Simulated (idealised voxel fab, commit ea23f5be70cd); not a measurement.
This section sets out a process module, namely voxel fin reveal.
Xsec cut, 235 nm wide, square cell size 5 nm.
Cross-section layout: square cells on a grid; listed as bands, top to bottom; a band spans one or more cell rows. Heights first: top, then bottom, in nm. Then materials, left to right, each with a width in nm. "edge to edge" on a single material: fills the band edge to edge. "air": empty space. Height 0 is the level under which the wafer as received is all one material. The lowest band goes on downwards, as in "0..down". Quick explanation for "30..40": the width changes in equal steps down the rows of cells, from the first number in the band's top row to the second number in its bottom row. "identical to before" -> step changed no cross-section cell. Heads up: "Sealed cavities" only lists the empty pockets with no open path to the top that are 8 cells or more, and it writes them as width x height at distance, distance from the left edge, in nm. Step line, after settings: the simulator's comment on this step. overlay nm: for a step with a mask, the amount by which the mask lay right of where it was planned; a negative amount means left of it.

Here's what the planned process steps look like:
| 1 | RECEIVE | material Si |
| 2 | CONFORMAL_DEP | material SiN | thk nm 5 |
| 3 | PATTERN | tone cover | mask id FINS | material resist | width nm 15 | pitch nm 40 | thk nm 20 | overlay nm 0 |
| 4 | DIRECTIONAL_ETCH | etch materials SiN | depth nm 5 |
| 5 | DIRECTIONAL_ETCH | etch materials Si | depth nm 35 |
| 6 | STRIP | etch materials resist |
| 7 | OXIDIZE | depth nm 5 |
| 8 | FILL_DEP | material SiO2 | thk nm 5 |
| 9 | CMP | height nm 5 |
| 10 | SELECTIVE_ETCH | etch materials SiO2 | depth nm 15 |
| 11 | STRIP | etch materials SiN |
| 12 | CONFORMAL_DEP | material SiO2 | thk nm 5 |

Cross-sectional view of the wafer in its as-received condition, corresponding to the state after step 1:
* 0..down = Si edge to edge
* Sealed cavities: none

Wafer at module end, in section. Began as above, planned as above, run with one mistake:
* 5..0 = 50 of air / 15 of SiO2 / 25 of air / 15 of SiO2 / 25 of air / 15 of SiO2 / 25 of air / 15 of SiO2 / 50 of air
* 0..-5 = 50 of air / 5 of SiO2 / 5 of Si / 5 of SiO2 / 25 of air / 5 of SiO2 / 5 of Si / 5 of SiO2 / 25 of air / 5 of SiO2 / 5 of Si / 5 of SiO2 / 25 of air / 5 of SiO2 / 5 of Si / 5 of SiO2 / 50 of air
* -5..-10 = 40 of SiO2 / 10 of air / 5 of SiO2 / 5 of Si / 5 of SiO2 / 25 of air / 5 of SiO2 / 5 of Si / 5 of SiO2 / 25 of air / 5 of SiO2 / 5 of Si / 5 of SiO2 / 25 of air / 5 of SiO2 / 5 of Si / 5 of SiO2 / 10 of air / 40 of SiO2
* -10..-40 = 55 of SiO2 / 5 of Si / 35 of SiO2 / 5 of Si / 35 of SiO2 / 5 of Si / 35 of SiO2 / 5 of Si / 55 of SiO2
* -40..down = Si edge to edge
* Sealed cavities: none
Run error: step 11 occupied the plan position of step 10, and the converse holds as well
